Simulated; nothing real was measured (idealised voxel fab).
process module | voxel self aligned contacts
cross-section cut | 300 nm wide | cells 5 nm
A cross-section is a grid of square cells, given in bands from the top down. A band is one or more rows of cells.
Each band's line starts with the height of the band's top and of its bottom, in nm. Then come its materials from left to right, each with its width in nm. One material with "throughout" fills the band from edge to edge. "air" is empty space.
Height 0 is the level under which the wafer as received is all one material. The lowest band goes on downwards, as in "0 down".
A width such as "30 to 40" changes by the same amount from each row of cells to the next, from the band's top row to its bottom row.
"no change" after a step means that no cell of the cross-section changed.
closed voids: empty space of 8 cells or more with no open way to the top, each as width x height at its distance from the left edge, in nm
after a step's settings: what the simulator itself notes on the step
overlay nm, on a step with a mask: how far to the right of its planned place the mask lay; to the left if negative
plan
1 op RECEIVE | material Si
2 op OXIDIZE | depth nm 5
3 op DIRECTIONAL_DEP | material polySi | thk nm 30
4 op DIRECTIONAL_DEP | material SiN | thk nm 20
5 op PATTERN | tone cover | mask id GATE | material resist | width nm 25 | pitch nm 60 | thk nm 20 | overlay nm 0
6 op DIRECTIONAL_ETCH | etch materials SiN | depth nm 20
7 op DIRECTIONAL_ETCH | etch materials polySi | depth nm 30
8 op STRIP | etch materials resist
9 op CONFORMAL_DEP | material SiN | thk nm 10
10 op DIRECTIONAL_ETCH | etch materials SiN | depth nm 10
11 op FILL_DEP | material SiO2 | thk nm 15
12 op CMP | height nm 55
13 op DIRECTIONAL_DEP | material aC | thk nm 15
14 op PATTERN | tone open | mask id CONTACT | material resist | width nm 45 | pitch nm 60 | thk nm 30 | overlay nm 0
15 op DIRECTIONAL_ETCH | etch materials aC | depth nm 15
16 op STRIP | etch materials resist
17 op DIRECTIONAL_ETCH | etch materials SiO2 | depth nm 60
18 op STRIP | etch materials aC
19 op CONFORMAL_DEP | material TiN | thk nm 5
20 op FILL_DEP | material W | thk nm 5
21 op CMP | height nm 55
22 op CONFORMAL_DEP | material SiCN | thk nm 5
as received, after step 1
  0 down: Si throughout
  closed voids: none
first wafer at the end, as planned
  60 to 55: SiCN throughout
  55 to 50: SiO2 95 | TiN 20 | W 5 | TiN 20 | SiO2 15 | TiN 20 | W 5 | TiN 20 | SiO2 100
  50 to 30: SiO2 65 | SiN 45 | TiN 5 | W 5 | TiN 5 | SiN 45 | TiN 5 | W 5 | TiN 5 | SiN 45 | SiO2 70
  30 to 0: SiO2 65 | SiN 10 | polySi 25 | SiN 10 | TiN 5 | W 5 | TiN 5 | SiN 10 | polySi 25 | SiN 10 | TiN 5 | W 5 | TiN 5 | SiN 10 | polySi 25 | SiN 10 | SiO2 70
  0 to -5: SiO2 110 | TiN 15 | SiO2 45 | TiN 15 | SiO2 115
  -5 down: Si throughout
  closed voids: none
second wafer at the end: like start, like plan, one mistake
  60 to 55: SiCN throughout
  55 to 50: SiO2 100 | TiN 15 | W 5 | TiN 15 | SiO2 25 | TiN 15 | W 5 | TiN 15 | SiO2 105
  50 to 30: SiO2 65 | SiN 45 | TiN 5 | W 5 | TiN 5 | SiN 45 | TiN 5 | W 5 | TiN 5 | SiN 45 | SiO2 70
  30 to 0: SiO2 65 | SiN 10 | polySi 25 | SiN 10 | TiN 5 | W 5 | TiN 5 | SiN 10 | polySi 25 | SiN 10 | TiN 5 | W 5 | TiN 5 | SiN 10 | polySi 25 | SiN 10 | SiO2 70
  0 to -5: SiO2 110 | TiN 15 | SiO2 45 | TiN 15 | SiO2 115
  -5 down: Si throughout
  closed voids: none
what went wrong: step 14 ran as: op PATTERN | tone open | mask id CONTACT | material resist | width nm 35 | pitch nm 60 | thk nm 30 | overlay nm 0
at the end the second wafer has, in cells: 4 more of SiO2 | 4 fewer of TiN
